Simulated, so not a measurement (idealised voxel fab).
Title: Process Module voxel released beams
In the cross-section labelled cut, the width is 260 nm and each square cell is 5 nm.
Cross-section, as written here: a square-cell grid given band by band from the top down, where a band holds one or more rows of cells. Within each band entry, the heights of the top and of the bottom of the band appear first, in that order and in nm; the materials of the band then follow from left to right, each with its corresponding width in nm. The designation "edge to edge" on a single material indicates that it fills the band from edge to edge; the designation "blank" indicates empty space. Below 0: as-received wafer, all one material; heights counted from there. Lowest band: no bottom, goes on down, written "0 -> down". Graded width ("30 to 40"): value in top row of band = first number; value in bottom row = second number; row-to-row change constant. Where a step carries "stayed the same", the cross-section came out of it unchanged, cell for cell. What "Listed closed voids" gives you is every empty space of 8 cells or more that is cut off from the top. Each appears as width x height at distance, with the distance taken from the left edge and width, height and distance all in nm. Whatever follows a step's settings on its line is a remark the simulator itself makes about that step. overlay nm: on a step with a mask, how far right of its planned place the mask lay; negative means left.
[The following list gives the planned process steps]
step 1: RECEIVE, material Si
step 2: CONFORMAL_DEP, material SiN, thk nm 5
step 3: DIRECTIONAL_DEP, material SiO2, thk nm 20
step 4: DIRECTIONAL_DEP, material aC, thk nm 15
step 5: PATTERN, tone open, mask id ANCHOR, material resist, width nm 25, thk nm 35, overlay nm 0
step 6: DIRECTIONAL_ETCH, etch materials aC, depth nm 15
step 7: STRIP, etch materials resist
step 8: DIRECTIONAL_ETCH, etch materials SiO2, depth nm 20
step 9: STRIP, etch materials aC
step 10: CONFORMAL_DEP, material TiN, thk nm 10
step 11: MASKED_ETCH, tone cover, mask id BEAM, width nm 100, etch materials TiN, depth nm 10, overlay nm 0
step 12: STRIP, etch materials SiO2
[Wafer, first of two, run as planned]
[Here's what the wafer looked like in cross-section when it arrived - that's after step 1]
  0 -> down  Si edge to edge
  Listed closed voids: none
[Cross-section through the wafer, step 2 finished]
  5 -> 0  SiN edge to edge
  Everything under 0 stays put, no change at all.
[Cross-section through the wafer, step 3 finished]
  25 -> 5  SiO2 edge to edge
  Everything under 5 stays put, no change at all.
[Cross-section through the wafer, step 4 finished]
  40 -> 25  aC edge to edge
  Everything under 25 stays put, no change at all.
[Cross-section through the wafer, step 5 finished]
  75 -> 40  80 of resist | 25 of blank | 155 of resist
  Everything under 40 stays put, no change at all.
[Cross-section through the wafer, step 6 finished]
  60 -> 40  80 of resist | 25 of blank | 155 of resist
  40 -> 25  80 of aC | 25 of blank | 155 of aC
  Everything under 25 stays put, no change at all.
[Cross-section through the wafer, step 7 finished]
  40 -> 25  80 of aC | 25 of blank | 155 of aC
  Everything under 25 stays put, no change at all.
[Cross-section through the wafer, step 8 finished]
  40 -> 25  80 of aC | 25 of blank | 155 of aC
  25 -> 5  80 of SiO2 | 25 of blank | 155 of SiO2
  Everything under 5 stays put, no change at all.
[Cross-section through the wafer, step 9 finished]
  25 -> 5  80 of SiO2 | 25 of blank | 155 of SiO2
  Everything under 5 stays put, no change at all.
[Cross-section through the wafer, step 10 finished]
  35 -> 25  90 of TiN | 5 of blank | 165 of TiN
  25 -> 15  80 of SiO2 | 10 of TiN | 5 of blank | 10 of TiN | 155 of SiO2
  15 -> 5  80 of SiO2 | 25 of TiN | 155 of SiO2
  Everything under 5 stays put, no change at all.
[Cross-section through the wafer, step 11 finished]
  35 -> 25  75 of blank | 15 of TiN | 5 of blank | 80 of TiN | 85 of blank
  Everything under 25 stays put, no change at all.
[Cross-section through the wafer, step 12 finished]
  35 -> 25  75 of blank | 15 of TiN | 5 of blank | 80 of TiN | 85 of blank
  25 -> 15  80 of blank | 10 of TiN | 5 of blank | 10 of TiN | 155 of blank
  15 -> 5  80 of blank | 25 of TiN | 155 of blank
  Everything under 5 stays put, no change at all.
[The second wafer was prepared from the same starting point and under the same plan as the first; its processing contained one mistake, and it remains indistinguishable from the first wafer up to and including step 1]
[Cross-section, second wafer, at the end time the plan gives for step 2]
  15 -> 0  SiN edge to edge
  Everything under 0 stays put, no change at all.
[Cross-section, second wafer, at the end time the plan gives for step 3]
  35 -> 15  SiO2 edge to edge
  Everything under 15 stays put, no change at all.
[Cross-section, second wafer, at the end time the plan gives for step 4]
  50 -> 35  aC edge to edge
  Everything under 35 stays put, no change at all.
[Cross-section, second wafer, at the end time the plan gives for step 5]
  85 -> 50  80 of resist | 25 of blank | 155 of resist
  Everything under 50 stays put, no change at all.
[Cross-section, second wafer, at the end time the plan gives for step 6]
  70 -> 50  80 of resist | 25 of blank | 155 of resist
  50 -> 35  80 of aC | 25 of blank | 155 of aC
  Everything under 35 stays put, no change at all.
[Cross-section, second wafer, at the end time the plan gives for step 7]
  50 -> 35  80 of aC | 25 of blank | 155 of aC
  Everything under 35 stays put, no change at all.
[Cross-section, second wafer, at the end time the plan gives for step 8]
  50 -> 35  80 of aC | 25 of blank | 155 of aC
  35 -> 15  80 of SiO2 | 25 of blank | 155 of SiO2
  Everything under 15 stays put, no change at all.
[Cross-section, second wafer, at the end time the plan gives for step 9]
  35 -> 15  80 of SiO2 | 25 of blank | 155 of SiO2
  Everything under 15 stays put, no change at all.
[Cross-section, second wafer, at the end time the plan gives for step 10]
  45 -> 35  90 of TiN | 5 of blank | 165 of TiN
  35 -> 25  80 of SiO2 | 10 of TiN | 5 of blank | 10 of TiN | 155 of SiO2
  25 -> 15  80 of SiO2 | 25 of TiN | 155 of SiO2
  Everything under 15 stays put, no change at all.
[Cross-section, second wafer, at the end time the plan gives for step 11]
  45 -> 35  75 of blank | 15 of TiN | 5 of blank | 80 of TiN | 85 of blank
  Everything under 35 stays put, no change at all.
[Cross-section, second wafer, at the end time the plan gives for step 12]
  45 -> 35  75 of blank | 15 of TiN | 5 of blank | 80 of TiN | 85 of blank
  35 -> 25  80 of blank | 10 of TiN | 5 of blank | 10 of TiN | 155 of blank
  25 -> 15  80 of blank | 25 of TiN | 155 of blank
  Everything under 15 stays put, no change at all.
Short version of what went wrong: off-plan run, step 2, actual operation and settings CONFORMAL_DEP, material SiN, thk nm 15
Counted in cells at the end, the second wafer holds more or fewer of these materials than the first: SiN: 104 more
